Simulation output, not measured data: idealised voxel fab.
A process module follows: voxel released beams.
We display cut, a cross-section 200 nm in width whose square cells are each 5 nm.
Cross-section layout: square cells on a grid; listed as bands, top to bottom; a band spans one or more cell rows. Band entry format. Leading values: height of top, height of bottom, nm. Remainder: materials in left-to-right order, each with its width in nm. Special words: "throughout" on a single material, which then fills the band edge to edge; "air", empty space. For the purposes of this specification, 0 denotes the height below which the wafer in its as-received condition is composed wholly of one material, and the lowermost band, lacking a lower limit, extends downward without end, as expressed in "0 down". The width entry "30 to 40" should be interpreted row by row: the top row of cells in the band takes the first number, the bottom row takes the second number, and the change between adjacent rows is uniform throughout. Step marked "changes: none"? Then no cell in the cross-section changed in it. "Completely enclosed voids" - sealed voids, min. 8 cells, no opening to top; format: width x height at distance (distance from left edge; nm throughout). Formally, on a step line, whatever follows the settings is a remark that the simulator itself makes on the step. Among the settings permitted on a step's line is "overlay nm"; applied to a step with a mask, it specifies the extent to which the mask lay to the right of its planned position, whereas a negative figure signifies a position to the left.
### The steps planned for the process are as follows
1. RECEIVE,material Si
2. CONFORMAL_DEP,material SiN,thk nm 5
3. DIRECTIONAL_DEP,material SiO2,thk nm 20
4. MASKED_ETCH,tone open,mask id ANCHOR,width nm 25,etch materials SiO2,depth nm 20,overlay nm 0
5. CONFORMAL_DEP,material TiN,thk nm 15
6. DIRECTIONAL_DEP,material aC,thk nm 15
7. PATTERN,tone cover,mask id BEAM,material resist,width nm 90,thk nm 30,overlay nm 0
8. DIRECTIONAL_ETCH,etch materials aC,depth nm 15
9. STRIP,etch materials resist
10. DIRECTIONAL_ETCH,etch materials TiN,depth nm 15
11. STRIP,etch materials aC
12. STRIP,etch materials SiO2
Wafers differ in width nm at step 4; plan lists the first wafer's value; identical starting state.
### Cut through the first of several wafers as received, post step 1
> 0 down | Si throughout
> Completely enclosed voids: none
### End of module: cross-section of the first of several wafers after step 12, the last step
> 40 to 25 | air=50, then TiN=90, then air=60
> 25 to 5 | air=60, then TiN=25, then air=115
> 5 to 0 | SiN throughout
> 0 down | Si throughout
> Completely enclosed voids: none
### Cross-sectional depiction of the last of several wafers upon completion of the module
> 40 to 25 | air=50, then TiN=15, then air=20, then TiN=55, then air=60
> 25 to 20 | air=50, then TiN=15, then air=20, then TiN=15, then air=100
> 20 to 5 | air=50, then TiN=50, then air=100
> 5 to 0 | SiN throughout
> 0 down | Si throughout
> Completely enclosed voids: none
### wafer rows; end of module; cells per material since receipt: (+) gained, (-) lost; then closed voids
width nm 25; +40 SiN; +74 TiN; Completely enclosed voids: none
width nm 30; +40 SiN; +78 TiN; Completely enclosed voids: none
width nm 35; +40 SiN; +78 TiN; Completely enclosed voids: none
width nm 40; +40 SiN; +78 TiN; Completely enclosed voids: none
width nm 45; +40 SiN; +78 TiN; Completely enclosed voids: none
width nm 50; +40 SiN; +78 TiN; Completely enclosed voids: none
